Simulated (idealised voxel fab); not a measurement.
process module | voxel self aligned contacts
cross-section cut | 185 nm wide | cells 5 nm
A cross-section is a grid of square cells, given in bands from the top down. A band is one or more rows of cells.
Each band's line starts with the height of the band's top and of its bottom, in nm. Then come its materials from left to right, each with its width in nm. One material with "throughout" fills the band from edge to edge. "air" is empty space.
Height 0 is the level under which the wafer as received is all one material. The lowest band goes on downwards, as in "0 down".
A width such as "30 to 40" changes by the same amount from each row of cells to the next, from the band's top row to its bottom row.
"no change" after a step means that no cell of the cross-section changed.
closed voids: empty space of 8 cells or more with no open way to the top, each as width x height at its distance from the left edge, in nm
after a step's settings: what the simulator itself notes on the step
overlay nm, on a step with a mask: how far to the right of its planned place the mask lay; to the left if negative
plan
1 op RECEIVE | material Si
2 op OXIDIZE | depth nm 5
3 op DIRECTIONAL_DEP | material polySi | thk nm 30
4 op DIRECTIONAL_DEP | material SiN | thk nm 15
5 op PATTERN | tone cover | mask id GATE | material resist | width nm 25 | pitch nm 50 | thk nm 15 | overlay nm 0
6 op DIRECTIONAL_ETCH | etch materials SiN | depth nm 15
7 op DIRECTIONAL_ETCH | etch materials polySi | depth nm 30
8 op STRIP | etch materials resist
9 op CONFORMAL_DEP | material SiN | thk nm 5
10 op DIRECTIONAL_ETCH | etch materials SiN | depth nm 5
11 op FILL_DEP | material SiO2 | thk nm 15
12 op CMP | height nm 50
13 op MASKED_ETCH | tone open | mask id CONTACT | width nm 35 | etch materials SiO2 | depth nm 55 | overlay nm 0
14 op CONFORMAL_DEP | material TiN | thk nm 5
15 op FILL_DEP | material W | thk nm 5
16 op CMP | height nm 50
17 op CONFORMAL_DEP | material SiCN | thk nm 5
as received, after step 1
  0 down: Si throughout
  closed voids: none
first wafer at the end, as planned
  55 to 50: SiCN throughout
  50 to 45: SiO2 75 | TiN 15 | W 5 | TiN 15 | SiO2 75
  45 to 30: SiO2 50 | SiN 35 | TiN 5 | W 5 | TiN 5 | SiN 35 | SiO2 50
  30 to 0: SiO2 50 | SiN 5 | polySi 25 | SiN 5 | TiN 5 | W 5 | TiN 5 | SiN 5 | polySi 25 | SiN 5 | SiO2 50
  0 to -5: SiO2 85 | TiN 15 | SiO2 85
  -5 down: Si throughout
  closed voids: none
second wafer at the end: like start, like plan, one mistake
  55 to 50: SiCN throughout
  50 to 35: SiO2 50 | SiN 5 | polySi 25 | SiN 5 | TiN 5 | W 5 | TiN 5 | SiN 5 | polySi 25 | SiN 5 | SiO2 50
  35 to 30: SiO2 50 | SiN 5 | polySi 25 | SiN 5 | TiN 15 | SiN 5 | polySi 25 | SiN 5 | SiO2 50
  30 to 0: polySi throughout
  0 to -5: SiO2 throughout
  -5 down: Si throughout
  closed voids: none
what went wrong: step 3 was run twice
at the end the second wafer has, in cells: 50 fewer of SiN | 127 fewer of SiO2 | 18 fewer of TiN | 7 fewer of W | 202 more of polySi
